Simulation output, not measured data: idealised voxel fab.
Process module in this document: voxel double patterning
Xsec cut, 220 nm wide, square cell size 5 nm.
Bands, listed from the top down, are how a cross-section gets written in this document; the cross-section itself is a grid of square cells, and a band is one or more rows of them. Band entry format. Leading values: height of top, height of bottom, nm. Remainder: materials in left-to-right order, each with its width in nm. Special words: "throughout" on a single material, which then fills the band edge to edge; "air", empty space. It should be noted that heights are counted from 0, beneath which the wafer as supplied is of one material throughout, and that the lowest band possesses no lower boundary but continues downward, as written in "z 0 and below". A width given as "30..40" starts at the first number in the band's top row and ends at the second number in its bottom row, shifting by an equal amount at every step from row to row. Key: "nothing altered" - step with no changed cell in the cross-section. So "Closed void roster" is basically the list of trapped voids: any empty space of 8 cells or more that can't reach the top through an opening. They're written width x height at distance, the distance being from the left edge, and it's all nm. That trailing text on a step's line, after the settings, is the simulator's own remark on the step. overlay nm: mask right of planned place by this much (step with mask). Neg. = left.
# Set out below are the planned steps of the process
1 RECEIVE: material Si
2 CONFORMAL_DEP: material SiO2, thk nm 5
3 DIRECTIONAL_DEP: material TiN, thk nm 10
4 DIRECTIONAL_DEP: material SiCN, thk nm 5
5 DIRECTIONAL_DEP: material aC, thk nm 10
6 PATTERN: tone open, mask id FIRST, material resist, width nm 15, pitch nm 50, thk nm 25, overlay nm 0
7 DIRECTIONAL_ETCH: etch materials aC, depth nm 10
8 STRIP: etch materials resist
9 DIRECTIONAL_ETCH: etch materials SiCN, depth nm 5
10 STRIP: etch materials aC
11 MASKED_ETCH: tone open, mask id SECOND, width nm 15, pitch nm 50, etch materials SiCN, depth nm 5, overlay nm 0
12 DIRECTIONAL_ETCH: etch materials TiN, depth nm 10
13 STRIP: etch materials SiCN
# Cross-section, incoming material, after step 1
  z 0 and below | Si throughout
  Closed void roster: none
# First of two wafers at the end of the module, shown in cross-section; run carried out as planned
  z 15 to 5 | 50 TiN | 15 air | 10 TiN | 15 air | 10 TiN | 15 air | 10 TiN | 15 air | 10 TiN | 15 air | 55 TiN
  z 5 to 0 | SiO2 throughout
  z 0 and below | Si throughout
  Closed void roster: none
# Module end: cross-section of wafer two of two. Same start and process plan as the first wafer. One mistake during execution
  z 15 to 5 | 50 TiN | 20 air | 5 TiN | 15 air | 10 TiN | 20 air | 5 TiN | 15 air | 10 TiN | 20 air | 50 TiN
  z 5 to 0 | SiO2 throughout
  z 0 and below | Si throughout
  Closed void roster: none
What was done differently from what was planned? heads up, step 6 didn't go per plan, it actually ran as PATTERN: tone open, mask id FIRST, material resist, width nm 20, pitch nm 50, thk nm 25, overlay nm 0
Bottom line after processing is that, in cells, the second wafer is up or down on some materials versus the first: 6 fewer of TiN
